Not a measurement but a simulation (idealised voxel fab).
voxel transistor to metal: a process module
Displayed cross-section: cut, width of 190 nm, square cells sized 5 nm.
A cross-section is written here as square cells arranged in a grid, and it is given in bands from the top down, each band taking up one or more rows of cells. It is stipulated that each band's entry specify, in nanometres, the height of the top of the band and then that of its bottom, followed by the materials of the band in left-to-right sequence, each together with its width in nanometres. A single material marked by the word "everywhere" is understood to fill the band from edge to edge; the word "air" is understood to denote empty space. Heads up on the height convention: 0 is the point under which the incoming wafer is all one material, and the lowest band has no bottom, it just keeps going down, like "0..down". Width: "30 to 40" (first number = top row, second number = bottom row, same change from row to row of cells). Where the words "no modification" appear for a step, the cross-section shows no cell changed by that step; every cell remained as before. "Unvented cavities" contains a list of empty spaces, each no smaller than 8 cells and without an open way to the top, written in the form width x height at distance with the distance from the left edge and all three in nm. Note: text after step settings on the step line = simulator remark on that step. The optional step-line setting "overlay nm" applies to steps with a mask and quantifies how far to the right of its planned location the mask lay, a negative value indicating leftward placement. So the way this works: pairs, before and after one process step. The after picture only goes down to the lowest band that actually changed, nothing below. Step and its settings are under each pair. And watch out, pairs might come from different runs of this module, same starting wafer though, so a pair only follows on from the one above if its "Pre-step snapshot" entry tells you so.

Pre-step snapshot
* 0..down | Si everywhere
* Unvented cavities: none

Post-Step Snapshot
* 0..-5 | SiO2 everywhere
* No changes below -5.
* Unvented cavities: none
What is the step between the two cross-sections above? OXIDIZE with depth nm 5

Pre-step snapshot: This step starts from the configuration shown after the step in the pair immediately above.

Post-Step Snapshot
* 10..0 | SiN everywhere
* No changes below 0.
* Unvented cavities: none
What is the step between the two cross-sections above? CONFORMAL_DEP with material SiN, thk nm 10

Pre-step snapshot: This step starts from the configuration shown after the step in the pair immediately above.

Post-Step Snapshot
* 30..10 | air=35  resist=120  air=35
* No changes below 10.
* Unvented cavities: none
What is the step between the two cross-sections above? PATTERN with tone cover, mask id ACTIVE, material resist, width nm 120, thk nm 20, overlay nm 0

Pre-step snapshot: This step starts from the configuration shown after the step in the pair immediately above.

Post-Step Snapshot
* 30..10 | air=35  resist=120  air=35
* 10..0 | air=35  SiN=120  air=35
* No changes below 0.
* Unvented cavities: none
What is the step between the two cross-sections above? DIRECTIONAL_ETCH with etch materials SiN, depth nm 10

Pre-step snapshot: This step starts from the configuration shown after the step in the pair immediately above.

Post-Step Snapshot
* 30..10 | air=35  resist=120  air=35
* 10..0 | air=35  SiN=120  air=35
* 0..-5 | air=35  SiO2=120  air=35
* No changes below -5.
* Unvented cavities: none
What is the step between the two cross-sections above? DIRECTIONAL_ETCH with etch materials SiO2, depth nm 5

Pre-step snapshot: This step starts from the configuration shown after the step in the pair immediately above.

Post-Step Snapshot
* 30..10 | air=35  resist=120  air=35
* 10..0 | air=35  SiN=120  air=35
* 0..-5 | air=35  SiO2=120  air=35
* -5..-25 | air=35  Si=120  air=35
* No changes below -25.
* Unvented cavities: none
What is the step between the two cross-sections above? DIRECTIONAL_ETCH with etch materials Si, depth nm 20

Pre-step snapshot: This step starts from the configuration shown after the step in the pair immediately above.

Post-Step Snapshot
* 10..0 | air=35  SiN=120  air=35
* No changes below 0.
* Unvented cavities: none
What is the step between the two cross-sections above? STRIP with etch materials resist

Pre-step snapshot: This step starts from the configuration shown after the step in the pair immediately above.

Post-Step Snapshot
* 25..10 | SiO2 everywhere
* 10..0 | SiO2=35  SiN=120  SiO2=35
* 0..-5 | SiO2 everywhere
* -5..-25 | SiO2=35  Si=120  SiO2=35
* No changes below -25.
* Unvented cavities: none
What is the step between the two cross-sections above? FILL_DEP with material SiO2, thk nm 15

Pre-step snapshot: This step starts from the configuration shown after the step in the pair immediately above.

Post-Step Snapshot
* 10..0 | SiO2=35  SiN=120  SiO2=35
* No changes below 0.
* Unvented cavities: none
What is the step between the two cross-sections above? CMP with height nm 10

Pre-step snapshot: This step starts from the configuration shown after the step in the pair immediately above.

Post-Step Snapshot
* 10..5 | air=35  SiN=120  air=35
* No changes below 5.
* Unvented cavities: none
What is the step between the two cross-sections above? SELECTIVE_ETCH with etch materials SiO2, depth nm 5

Pre-step snapshot: This step starts from the configuration shown after the step in the pair immediately above.

Post-Step Snapshot
* 5..0 | SiO2=35  air=120  SiO2=35
* No changes below 0.
* Unvented cavities: none
What is the step between the two cross-sections above? STRIP with etch materials SiN

Pre-step snapshot: This step starts from the configuration shown after the step in the pair immediately above.

Post-Step Snapshot
* 0..-5 | SiO2=30  air=130  SiO2=30
* No changes below -5.
* Unvented cavities: none
What is the step between the two cross-sections above? SELECTIVE_ETCH with etch materials SiO2, depth nm 5

Pre-step snapshot: This step starts from the configuration shown after the step in the pair immediately above.

Post-Step Snapshot
* 0..-5 | SiO2=30  air=130  SiO2=30
* -5..-10 | SiO2 everywhere
* No changes below -10.
* Unvented cavities: none
What is the step between the two cross-sections above? OXIDIZE with depth nm 5

Pre-step snapshot: This step starts from the configuration shown after the step in the pair immediately above.

Post-Step Snapshot
* 20..15 | polySi=30  air=130  polySi=30
* 15..0 | polySi everywhere
* 0..-5 | SiO2=30  polySi=130  SiO2=30
* No changes below -5.
* Unvented cavities: none
What is the step between the two cross-sections above? DIRECTIONAL_DEP with material polySi, thk nm 20

Pre-step snapshot: This step starts from the configuration shown after the step in the pair immediately above.

Post-Step Snapshot
* 30..25 | SiCN=30  air=130  SiCN=30
* 25..20 | SiCN everywhere
* 20..15 | polySi=30  SiCN=130  polySi=30
* No changes below 15.
* Unvented cavities: none
What is the step between the two cross-sections above? DIRECTIONAL_DEP with material SiCN, thk nm 10

Pre-step snapshot: This step starts from the configuration shown after the step in the pair immediately above.

Post-Step Snapshot
* 45..40 | aC=30  air=130  aC=30
* 40..30 | aC everywhere
* 30..25 | SiCN=30  aC=130  SiCN=30
* No changes below 25.
* Unvented cavities: none
What is the step between the two cross-sections above? DIRECTIONAL_DEP with material aC, thk nm 15

Pre-step snapshot: This step starts from the configuration shown after the step in the pair immediately above.

Post-Step Snapshot
* 75..45 | air=80  resist=30  air=80
* 45..40 | aC=30  air=50  resist=30  air=50  aC=30
* No changes below 40.
* Unvented cavities: none
What is the step between the two cross-sections above? PATTERN with tone cover, mask id GATE, material resist, width nm 30, thk nm 30, overlay nm 0

Pre-step snapshot: This step starts from the configuration shown after the step in the pair immediately above.

Post-Step Snapshot
* 60..40 | air=80  resist=30  air=80
* 40..30 | air=80  aC=30  air=80
* 30..25 | SiCN=30  air=50  aC=30  air=50  SiCN=30
* No changes below 25.
* Unvented cavities: none
What is the step between the two cross-sections above? DIRECTIONAL_ETCH with etch materials aC, depth nm 15

Pre-step snapshot: This step starts from the configuration shown after the step in the pair immediately above.

Post-Step Snapshot
* 40..30 | air=80  aC=30  air=80
* No changes below 30.
* Unvented cavities: none
What is the step between the two cross-sections above? STRIP with etch materials resist

Pre-step snapshot: This step starts from the configuration shown after the step in the pair immediately above.

Post-Step Snapshot
* 40..25 | air=80  aC=30  air=80
* 25..20 | air=80  SiCN=30  air=80
* 20..15 | polySi=30  air=50  SiCN=30  air=50  polySi=30
* No changes below 15.
* Unvented cavities: none
What is the step between the two cross-sections above? DIRECTIONAL_ETCH with etch materials SiCN, depth nm 20

Pre-step snapshot: This step starts from the configuration shown after the step in the pair immediately above.

Post-Step Snapshot
* 40..25 | air=80  aC=30  air=80
* 25..15 | air=80  SiCN=30  air=80
* 15..0 | air=80  polySi=30  air=80
* 0..-5 | SiO2=30  air=50  polySi=30  air=50  SiO2=30
* No changes below -5.
* Unvented cavities: none
What is the step between the two cross-sections above? DIRECTIONAL_ETCH with etch materials polySi, depth nm 30

Pre-step snapshot: This step starts from the configuration shown after the step in the pair immediately above.

Post-Step Snapshot
* 25..15 | air=80  SiCN=30  air=80
* No changes below 15.
* Unvented cavities: none
What is the step between the two cross-sections above? STRIP with etch materials aC

Pre-step snapshot: This step starts from the configuration shown after the step in the pair immediately above.

Post-Step Snapshot
* 30..25 | air=75  SiN=40  air=75
* 25..15 | air=75  SiN=5  SiCN=30  SiN=5  air=75
* 15..5 | air=75  SiN=5  polySi=30  SiN=5  air=75
* 5..0 | SiN=35  air=40  SiN=5  polySi=30  SiN=5  air=40  SiN=35
* 0..-5 | SiO2=30  SiN=50  polySi=30  SiN=50  SiO2=30
* No changes below -5.
* Unvented cavities: none
What is the step between the two cross-sections above? CONFORMAL_DEP with material SiN, thk nm 5

Pre-step snapshot: This step starts from the configuration shown after the step in the pair immediately above.

Post-Step Snapshot
* 25..15 | air=75  SiN=5  SiCN=30  SiN=5  air=75
* 15..0 | air=75  SiN=5  polySi=30  SiN=5  air=75
* 0..-5 | SiO2=30  SiN=5  air=40  SiN=5  polySi=30  SiN=5  air=40  SiN=5  SiO2=30
* No changes below -5.
* Unvented cavities: none
What is the step between the two cross-sections above? DIRECTIONAL_ETCH with etch materials SiN, depth nm 5

Pre-step snapshot: This step starts from the configuration shown after the step in the pair immediately above.

Post-Step Snapshot
* 25..15 | air=75  SiN=5  SiCN=30  SiN=5  air=75
* 15..0 | air=75  SiN=5  polySi=30  SiN=5  air=75
* 0..-5 | air=30  SiN=5  air=40  SiN=5  polySi=30  SiN=5  air=40  SiN=5  air=30
* -5..-10 | SiO2=35  air=40  SiO2=40  air=40  SiO2=35
* No changes below -10.
* Unvented cavities: none
What is the step between the two cross-sections above? DIRECTIONAL_ETCH with etch materials SiO2, depth nm 5

Pre-step snapshot: This step starts from the configuration shown after the step in the pair immediately above.

Post-Step Snapshot
* 25..15 | air=75  SiN=5  SiCN=30  SiN=5  air=75
* 15..0 | air=75  SiN=5  polySi=30  SiN=5  air=75
* 0..-5 | air=30  SiN=5  air=40  SiN=5  polySi=30  SiN=5  air=40  SiN=5  air=30
* -5..-10 | SiO2=35  air=40  SiO2=40  air=40  SiO2=35
* -10..-20 | SiO2=35  air=40  Si=40  air=40  SiO2=35
* No changes below -20.
* Unvented cavities: none
What is the step between the two cross-sections above? DIRECTIONAL_ETCH with etch materials Si, depth nm 10

Pre-step snapshot: This step starts from the configuration shown after the step in the pair immediately above.

Post-Step Snapshot
* 25..15 | air=75  SiN=5  SiCN=30  SiN=5  air=75
* 15..0 | air=75  SiN=5  polySi=30  SiN=5  air=75
* 0..-5 | air=30  SiN=5  air=30  pSi=10  SiN=5  polySi=30  SiN=5  pSi=10  air=30  SiN=5  air=30
* -5..-10 | SiO2=35  air=30  pSi=10  SiO2=40  pSi=10  air=30  SiO2=35
* -10..-20 | SiO2=35  pSi=40  Si=40  pSi=40  SiO2=35
* No changes below -20.
* Unvented cavities: none
What is the step between the two cross-sections above? EPI with material pSi, thk nm 10

Pre-step snapshot: This step starts from the configuration shown after the step in the pair immediately above.

Post-Step Snapshot
* 30..25 | SiO2 everywhere
* 25..15 | SiO2=75  SiN=5  SiCN=30  SiN=5  SiO2=75
* 15..0 | SiO2=75  SiN=5  polySi=30  SiN=5  SiO2=75
* 0..-5 | SiO2=30  SiN=5  SiO2=30  pSi=10  SiN=5  polySi=30  SiN=5  pSi=10  SiO2=30  SiN=5  SiO2=30
* -5..-10 | SiO2=65  pSi=10  SiO2=40  pSi=10  SiO2=65
* No changes below -10.
* Unvented cavities: none
What is the step between the two cross-sections above? FILL_DEP with material SiO2, thk nm 5

Pre-step snapshot: This step starts from the configuration shown after the step in the pair immediately above.

Post-Step Snapshot
* 15..0 | SiO2=75  SiN=5  polySi=30  SiN=5  SiO2=75
* No changes below 0.
* Unvented cavities: none
What is the step between the two cross-sections above? CMP with height nm 15

Pre-step snapshot: This step starts from the configuration shown after the step in the pair immediately above.

Post-Step Snapshot
* 15..0 | SiO2=75  SiN=5  air=30  SiN=5  SiO2=75
* 0..-5 | SiO2=30  SiN=5  SiO2=30  pSi=10  SiN=5  air=30  SiN=5  pSi=10  SiO2=30  SiN=5  SiO2=30
* No changes below -5.
* Unvented cavities: none
What is the step between the two cross-sections above? STRIP with etch materials polySi

Pre-step snapshot: This step starts from the configuration shown after the step in the pair immediately above.

Post-Step Snapshot
* 15..10 | air=75  SiN=5  air=30  SiN=5  air=75
* 10..0 | SiO2=75  SiN=5  air=30  SiN=5  SiO2=75
* 0..-5 | SiO2=30  SiN=5  SiO2=30  pSi=10  SiN=5  air=30  SiN=5  pSi=10  SiO2=30  SiN=5  SiO2=30
* -5..-10 | SiO2=65  pSi=10  air=40  pSi=10  SiO2=65
* No changes below -10.
* Unvented cavities: none
What is the step between the two cross-sections above? SELECTIVE_ETCH with etch materials SiO2, depth nm 5

Pre-step snapshot: This step starts from the configuration shown after the step in the pair immediately above.

Post-Step Snapshot
* 20..15 | air=70  HfO2=15  air=20  HfO2=15  air=70
* 15..10 | HfO2=75  SiN=5  HfO2=5  air=20  HfO2=5  SiN=5  HfO2=75
* 10..0 | SiO2=75  SiN=5  HfO2=5  air=20  HfO2=5  SiN=5  SiO2=75
* 0..-5 | SiO2=30  SiN=5  SiO2=30  pSi=10  SiN=5  HfO2=5  air=20  HfO2=5  SiN=5  pSi=10  SiO2=30  SiN=5  SiO2=30
* -5..-10 | SiO2=65  pSi=10  HfO2=40  pSi=10  SiO2=65
* No changes below -10.
* Unvented cavities: none
What is the step between the two cross-sections above? CONFORMAL_DEP with material HfO2, thk nm 5

Pre-step snapshot: This step starts from the configuration shown after the step in the pair immediately above.

Post-Step Snapshot
* 25..20 | air=65  TiN=25  air=10  TiN=25  air=65
* 20..15 | TiN=70  HfO2=15  TiN=5  air=10  TiN=5  HfO2=15  TiN=70
* 15..10 | HfO2=75  SiN=5  HfO2=5  TiN=5  air=10  TiN=5  HfO2=5  SiN=5  HfO2=75
* 10..0 | SiO2=75  SiN=5  HfO2=5  TiN=5  air=10  TiN=5  HfO2=5  SiN=5  SiO2=75
* 0..-5 | SiO2=30  SiN=5  SiO2=30  pSi=10  SiN=5  HfO2=5  TiN=20  HfO2=5  SiN=5  pSi=10  SiO2=30  SiN=5  SiO2=30
* No changes below -5.
* Unvented cavities: none
What is the step between the two cross-sections above? CONFORMAL_DEP with material TiN, thk nm 5

Pre-step snapshot: This step starts from the configuration shown after the step in the pair immediately above.

Post-Step Snapshot
* 30..25 | W everywhere
* 25..20 | W=65  TiN=25  W=10  TiN=25  W=65
* 20..15 | TiN=70  HfO2=15  TiN=5  W=10  TiN=5  HfO2=15  TiN=70
* 15..10 | HfO2=75  SiN=5  HfO2=5  TiN=5  W=10  TiN=5  HfO2=5  SiN=5  HfO2=75
* 10..0 | SiO2=75  SiN=5  HfO2=5  TiN=5  W=10  TiN=5  HfO2=5  SiN=5  SiO2=75
* No changes below 0.
* Unvented cavities: none
What is the step between the two cross-sections above? FILL_DEP with material W, thk nm 5

Pre-step snapshot: This step starts from the configuration shown after the step in the pair immediately above.

Post-Step Snapshot
* 10..0 | SiO2=75  SiN=5  HfO2=5  TiN=5  W=10  TiN=5  HfO2=5  SiN=5  SiO2=75
* No changes below 0.
* Unvented cavities: none
What is the step between the two cross-sections above? CMP with height nm 10

Pre-step snapshot: This step starts from the configuration shown after the step in the pair immediately above.

Post-Step Snapshot
* 20..10 | SiO2 everywhere
* No changes below 10.
* Unvented cavities: none
What is the step between the two cross-sections above? DIRECTIONAL_DEP with material SiO2, thk nm 10

Pre-step snapshot: This step starts from the configuration shown after the step in the pair immediately above.

Post-Step Snapshot
* 40..20 | resist=45  air=15  resist=70  air=15  resist=45
* No changes below 20.
* Unvented cavities: none
What is the step between the two cross-sections above? PATTERN with tone open, mask id CONTACT, material resist, width nm 15, pitch nm 85, thk nm 20, overlay nm 0

Pre-step snapshot: This step starts from the configuration shown after the step in the pair immediately above.

Post-Step Snapshot
* 40..20 | resist=45  air=15  resist=70  air=15  resist=45
* 20..10 | SiO2=45  air=15  SiO2=70  air=15  SiO2=45
* 10..0 | SiO2=45  air=15  SiO2=15  SiN=5  HfO2=5  TiN=5  W=10  TiN=5  HfO2=5  SiN=5  SiO2=15  air=15  SiO2=45
* 0..-5 | SiO2=30  SiN=5  SiO2=10  air=15  SiO2=5  pSi=10  SiN=5  HfO2=5  TiN=20  HfO2=5  SiN=5  pSi=10  SiO2=5  air=15  SiO2=10  SiN=5  SiO2=30
* -5..-10 | SiO2=45  air=15  SiO2=5  pSi=10  HfO2=40  pSi=10  SiO2=5  air=15  SiO2=45
* No changes below -10.
* Unvented cavities: none
What is the step between the two cross-sections above? DIRECTIONAL_ETCH with etch materials SiO2, depth nm 30

Pre-step snapshot: This step starts from the configuration shown after the step in the pair immediately above.

Post-Step Snapshot
* 20..10 | SiO2=45  air=15  SiO2=70  air=15  SiO2=45
* No changes below 10.
* Unvented cavities: none
What is the step between the two cross-sections above? STRIP with etch materials resist

Pre-step snapshot: This step starts from the configuration shown after the step in the pair immediately above.

Post-Step Snapshot
* 25..20 | TiN=50  air=5  TiN=80  air=5  TiN=50
* 20..10 | SiO2=45  TiN=5  air=5  TiN=5  SiO2=70  TiN=5  air=5  TiN=5  SiO2=45
* 10..0 | SiO2=45  TiN=5  air=5  TiN=5  SiO2=15  SiN=5  HfO2=5  TiN=5  W=10  TiN=5  HfO2=5  SiN=5  SiO2=15  TiN=5  air=5  TiN=5  SiO2=45
* 0..-5 | SiO2=30  SiN=5  SiO2=10  TiN=5  air=5  TiN=5  SiO2=5  pSi=10  SiN=5  HfO2=5  TiN=20  HfO2=5  SiN=5  pSi=10  SiO2=5  TiN=5  air=5  TiN=5  SiO2=10  SiN=5  SiO2=30
* -5..-10 | SiO2=45  TiN=15  SiO2=5  pSi=10  HfO2=40  pSi=10  SiO2=5  TiN=15  SiO2=45
* No changes below -10.
* Unvented cavities: none
What is the step between the two cross-sections above? CONFORMAL_DEP with material TiN, thk nm 5

Pre-step snapshot: This step starts from the configuration shown after the step in the pair immediately above.

Post-Step Snapshot
* 30..25 | W everywhere
* 25..20 | TiN=50  W=5  TiN=80  W=5  TiN=50
* 20..10 | SiO2=45  TiN=5  W=5  TiN=5  SiO2=70  TiN=5  W=5  TiN=5  SiO2=45
* 10..0 | SiO2=45  TiN=5  W=5  TiN=5  SiO2=15  SiN=5  HfO2=5  TiN=5  W=10  TiN=5  HfO2=5  SiN=5  SiO2=15  TiN=5  W=5  TiN=5  SiO2=45
* 0..-5 | SiO2=30  SiN=5  SiO2=10  TiN=5  W=5  TiN=5  SiO2=5  pSi=10  SiN=5  HfO2=5  TiN=20  HfO2=5  SiN=5  pSi=10  SiO2=5  TiN=5  W=5  TiN=5  SiO2=10  SiN=5  SiO2=30
* No changes below -5.
* Unvented cavities: none
What is the step between the two cross-sections above? FILL_DEP with material W, thk nm 5

Pre-step snapshot: This step starts from the configuration shown after the step in the pair immediately above.

Post-Step Snapshot
* 20..10 | SiO2=45  TiN=5  W=5  TiN=5  SiO2=70  TiN=5  W=5  TiN=5  SiO2=45
* No changes below 10.
* Unvented cavities: none
What is the step between the two cross-sections above? CMP with height nm 20

Pre-step snapshot: This step starts from the configuration shown after the step in the pair immediately above.

Post-Step Snapshot
* 25..20 | SiCN everywhere
* No changes below 20.
* Unvented cavities: none
What is the step between the two cross-sections above? CONFORMAL_DEP with material SiCN, thk nm 5

Pre-step snapshot: This step starts from the configuration shown after the step in the pair immediately above.

Post-Step Snapshot
* 40..25 | SiO2 everywhere
* No changes below 25.
* Unvented cavities: none
What is the step between the two cross-sections above? DIRECTIONAL_DEP with material SiO2, thk nm 15

Pre-step snapshot: This step starts from the configuration shown after the step in the pair immediately above.

Post-Step Snapshot
* 60..40 | resist=45  air=15  resist=70  air=15  resist=45
* No changes below 40.
* Unvented cavities: none
What is the step between the two cross-sections above? PATTERN with tone open, mask id METAL_1, material resist, width nm 15, pitch nm 85, thk nm 20, overlay nm 0

Pre-step snapshot: This step starts from the configuration shown after the step in the pair immediately above.

Post-Step Snapshot
* 60..40 | resist=45  air=15  resist=70  air=15  resist=45
* 40..25 | SiO2=45  air=15  SiO2=70  air=15  SiO2=45
* No changes below 25.
* Unvented cavities: none
What is the step between the two cross-sections above? DIRECTIONAL_ETCH with etch materials SiO2, depth nm 15

Pre-step snapshot: This step starts from the configuration shown after the step in the pair immediately above.

Post-Step Snapshot
* 60..40 | resist=45  air=15  resist=70  air=15  resist=45
* 40..25 | SiO2=45  air=15  SiO2=70  air=15  SiO2=45
* 25..20 | SiCN=45  air=15  SiCN=70  air=15  SiCN=45
* No changes below 20.
* Unvented cavities: none
What is the step between the two cross-sections above? DIRECTIONAL_ETCH with etch materials SiCN, depth nm 5

Pre-step snapshot: This step starts from the configuration shown after the step in the pair immediately above.

Post-Step Snapshot
* 40..25 | SiO2=45  air=15  SiO2=70  air=15  SiO2=45
* No changes below 25.
* Unvented cavities: none
What is the step between the two cross-sections above? STRIP with etch materials resist

Pre-step snapshot: This step starts from the configuration shown after the step in the pair immediately above.

Post-Step Snapshot
* 45..40 | TiN=50  air=5  TiN=80  air=5  TiN=50
* 40..25 | SiO2=45  TiN=5  air=5  TiN=5  SiO2=70  TiN=5  air=5  TiN=5  SiO2=45
* 25..20 | SiCN=45  TiN=15  SiCN=70  TiN=15  SiCN=45
* No changes below 20.
* Unvented cavities: none
What is the step between the two cross-sections above? CONFORMAL_DEP with material TiN, thk nm 5

Pre-step snapshot: This step starts from the configuration shown after the step in the pair immediately above.

Post-Step Snapshot
* 50..45 | W everywhere
* 45..40 | TiN=50  W=5  TiN=80  W=5  TiN=50
* 40..25 | SiO2=45  TiN=5  W=5  TiN=5  SiO2=70  TiN=5  W=5  TiN=5  SiO2=45
* No changes below 25.
* Unvented cavities: none
What is the step between the two cross-sections above? FILL_DEP with material W, thk nm 5

Pre-step snapshot: This step starts from the configuration shown after the step in the pair immediately above.

Post-Step Snapshot
* 40..25 | SiO2=45  TiN=5  W=5  TiN=5  SiO2=70  TiN=5  W=5  TiN=5  SiO2=45
* No changes below 25.
* Unvented cavities: none
What is the step between the two cross-sections above? CMP with height nm 40

Pre-step snapshot: This step starts from the configuration shown after the step in the pair immediately above.

Post-Step Snapshot
* 45..40 | SiCN everywhere
* No changes below 40.
* Unvented cavities: none
What is the step between the two cross-sections above? CONFORMAL_DEP with material SiCN, thk nm 5

Pre-step snapshot: This step starts from the configuration shown after the step in the pair immediately above.

Post-Step Snapshot
* 70..45 | lowk everywhere
* No changes below 45.
* Unvented cavities: none
What is the step between the two cross-sections above? DIRECTIONAL_DEP with material lowk, thk nm 25

Pre-step snapshot: This step starts from the configuration shown after the step in the pair immediately above.

Post-Step Snapshot
* 85..70 | aC everywhere
* No changes below 70.
* Unvented cavities: none
What is the step between the two cross-sections above? DIRECTIONAL_DEP with material aC, thk nm 15

Pre-step snapshot: This step starts from the configuration shown after the step in the pair immediately above.

Post-Step Snapshot
* 115..85 | resist=45  air=15  resist=70  air=15  resist=45
* No changes below 85.
* Unvented cavities: none
What is the step between the two cross-sections above? PATTERN with tone open, mask id METAL_2, material resist, width nm 15, pitch nm 85, thk nm 30, overlay nm 0

Pre-step snapshot: This step starts from the configuration shown after the step in the pair immediately above.

Post-Step Snapshot
* 100..85 | resist=45  air=15  resist=70  air=15  resist=45
* 85..70 | aC=45  air=15  aC=70  air=15  aC=45
* No changes below 70.
* Unvented cavities: none
What is the step between the two cross-sections above? DIRECTIONAL_ETCH with etch materials aC, depth nm 15

Pre-step snapshot: This step starts from the configuration shown after the step in the pair immediately above.

Post-Step Snapshot
* 85..70 | aC=45  air=15  aC=70  air=15  aC=45
* No changes below 70.
* Unvented cavities: none
What is the step between the two cross-sections above? STRIP with etch materials resist

Pre-step snapshot: This step starts from the configuration shown after the step in the pair immediately above.

Post-Step Snapshot
* 85..70 | aC=45  air=15  aC=70  air=15  aC=45
* 70..55 | lowk=45  air=15  lowk=70  air=15  lowk=45
* No changes below 55.
* Unvented cavities: none
What is the step between the two cross-sections above? DIRECTIONAL_ETCH with etch materials lowk, depth nm 15

Pre-step snapshot: This step starts from the configuration shown after the step in the pair immediately above.

Post-Step Snapshot
* 70..55 | lowk=45  air=15  lowk=70  air=15  lowk=45
* No changes below 55.
* Unvented cavities: none
What is the step between the two cross-sections above? STRIP with etch materials aC

Pre-step snapshot: This step starts from the configuration shown after the step in the pair immediately above.

Post-Step Snapshot
* 90..70 | resist=45  air=15  resist=70  air=15  resist=45
* No changes below 70.
* Unvented cavities: none
What is the step between the two cross-sections above? PATTERN with tone open, mask id METAL_2_HOLES, material resist, width nm 15, pitch nm 85, thk nm 20, overlay nm 0

Pre-step snapshot: This step starts from the configuration shown after the step in the pair immediately above.

Post-Step Snapshot
* 90..70 | resist=45  air=15  resist=70  air=15  resist=45
* 70..45 | lowk=45  air=15  lowk=70  air=15  lowk=45
* No changes below 45.
* Unvented cavities: none
What is the step between the two cross-sections above? DIRECTIONAL_ETCH with etch materials lowk, depth nm 10

Pre-step snapshot: This step starts from the configuration shown after the step in the pair immediately above.

Post-Step Snapshot
* 90..70 | resist=45  air=15  resist=70  air=15  resist=45
* 70..45 | lowk=45  air=15  lowk=70  air=15  lowk=45
* 45..40 | SiCN=45  air=15  SiCN=70  air=15  SiCN=45
* No changes below 40.
* Unvented cavities: none
What is the step between the two cross-sections above? DIRECTIONAL_ETCH with etch materials SiCN, depth nm 5

Pre-step snapshot: This step starts from the configuration shown after the step in the pair immediately above.

Post-Step Snapshot
* 70..45 | lowk=45  air=15  lowk=70  air=15  lowk=45
* No changes below 45.
* Unvented cavities: none
What is the step between the two cross-sections above? STRIP with etch materials resist

Pre-step snapshot: This step starts from the configuration shown after the step in the pair immediately above.

Post-Step Snapshot
* 75..70 | TiN=50  air=5  TiN=80  air=5  TiN=50
* 70..45 | lowk=45  TiN=5  air=5  TiN=5  lowk=70  TiN=5  air=5  TiN=5  lowk=45
* 45..40 | SiCN=45  TiN=15  SiCN=70  TiN=15  SiCN=45
* No changes below 40.
* Unvented cavities: none
What is the step between the two cross-sections above? CONFORMAL_DEP with material TiN, thk nm 5

Pre-step snapshot: This step starts from the configuration shown after the step in the pair immediately above.

Post-Step Snapshot
* 85..75 | Cu everywhere
* 75..70 | TiN=50  Cu=5  TiN=80  Cu=5  TiN=50
* 70..45 | lowk=45  TiN=5  Cu=5  TiN=5  lowk=70  TiN=5  Cu=5  TiN=5  lowk=45
* No changes below 45.
* Unvented cavities: none
What is the step between the two cross-sections above? FILL_DEP with material Cu, thk nm 10

Pre-step snapshot: This step starts from the configuration shown after the step in the pair immediately above.

Post-Step Snapshot
* 70..45 | lowk=45  TiN=5  Cu=5  TiN=5  lowk=70  TiN=5  Cu=5  TiN=5  lowk=45
* No changes below 45.
* Unvented cavities: none
What is the step between the two cross-sections above? CMP with height nm 70

Pre-step snapshot: This step starts from the configuration shown after the step in the pair immediately above.

Post-Step Snapshot
* 75..70 | SiN everywhere
* No changes below 70.
* Unvented cavities: none
What is the step between the two cross-sections above? CONFORMAL_DEP with material SiN, thk nm 5

Pre-step snapshot
* 85..75 | Cu everywhere
* 75..70 | TiN=50  Cu=5  TiN=80  Cu=5  TiN=50
* 70..45 | lowk=45  TiN=5  Cu=5  TiN=5  lowk=70  TiN=5  Cu=5  TiN=5  lowk=45
* 45..40 | SiCN=45  TiN=15  SiCN=70  TiN=15  SiCN=45
* 40..25 | SiO2=45  TiN=5  W=5  TiN=5  SiO2=70  TiN=5  W=5  TiN=5  SiO2=45
* 25..20 | SiCN=45  TiN=15  SiCN=70  TiN=15  SiCN=45
* 20..10 | SiO2=45  TiN=5  W=5  TiN=5  SiO2=70  TiN=5  W=5  TiN=5  SiO2=45
* 10..0 | SiO2=45  TiN=5  W=5  TiN=5  SiO2=15  SiN=5  HfO2=5  TiN=5  W=10  TiN=5  HfO2=5  SiN=5  SiO2=15  TiN=5  W=5  TiN=5  SiO2=45
* 0..-5 | SiO2=30  SiN=5  SiO2=10  TiN=5  W=5  TiN=5  SiO2=5  pSi=10  SiN=5  HfO2=5  TiN=20  HfO2=5  SiN=5  pSi=10  SiO2=5  TiN=5  W=5  TiN=5  SiO2=10  SiN=5  SiO2=30
* -5..-10 | SiO2=45  TiN=15  SiO2=5  pSi=10  HfO2=40  pSi=10  SiO2=5  TiN=15  SiO2=45
* -10..-20 | SiO2=35  pSi=40  Si=40  pSi=40  SiO2=35
* -20..-25 | SiO2=35  Si=120  SiO2=35
* -25..down | Si everywhere
* Unvented cavities: none

Post-Step Snapshot
* 90..85 | SiN everywhere
* No changes below 85.
* Unvented cavities: none
What is the step between the two cross-sections above? CONFORMAL_DEP with material SiN, thk nm 5

Pre-step snapshot
* 30..10 | air=35  resist=120  air=35
* 10..0 | air=35  SiN=120  air=35
* 0..-5 | air=35  SiO2=120  air=35
* -5..-25 | air=35  Si=120  air=35
* -25..down | Si everywhere
* Unvented cavities: none

Post-Step Snapshot
* 30..10 | air=35  resist=120  air=35
* 10..0 | air=35  SiN=120  air=35
* 0..-5 | air=35  SiO2=120  air=35
* -5..-45 | air=35  Si=120  air=35
* No changes below -45.
* Unvented cavities: none
What is the step between the two cross-sections above? DIRECTIONAL_ETCH with etch materials Si, depth nm 20

Pre-step snapshot: This step starts from the configuration shown after the step in the pair immediately above.

Post-Step Snapshot
* 10..0 | air=35  SiN=120  air=35
* No changes below 0.
* Unvented cavities: none
What is the step between the two cross-sections above? STRIP with etch materials resist

Pre-step snapshot: This step starts from the configuration shown after the step in the pair immediately above.

Post-Step Snapshot
* 25..10 | SiO2 everywhere
* 10..0 | SiO2=35  SiN=120  SiO2=35
* 0..-5 | SiO2 everywhere
* -5..-45 | SiO2=35  Si=120  SiO2=35
* No changes below -45.
* Unvented cavities: none
What is the step between the two cross-sections above? FILL_DEP with material SiO2, thk nm 15

Pre-step snapshot: This step starts from the configuration shown after the step in the pair immediately above.

Post-Step Snapshot
* 10..0 | SiO2=35  SiN=120  SiO2=35
* No changes below 0.
* Unvented cavities: none
What is the step between the two cross-sections above? CMP with height nm 10

Pre-step snapshot: This step starts from the configuration shown after the step in the pair immediately above.

Post-Step Snapshot
* 10..5 | air=35  SiN=120  air=35
* No changes below 5.
* Unvented cavities: none
What is the step between the two cross-sections above? SELECTIVE_ETCH with etch materials SiO2, depth nm 5
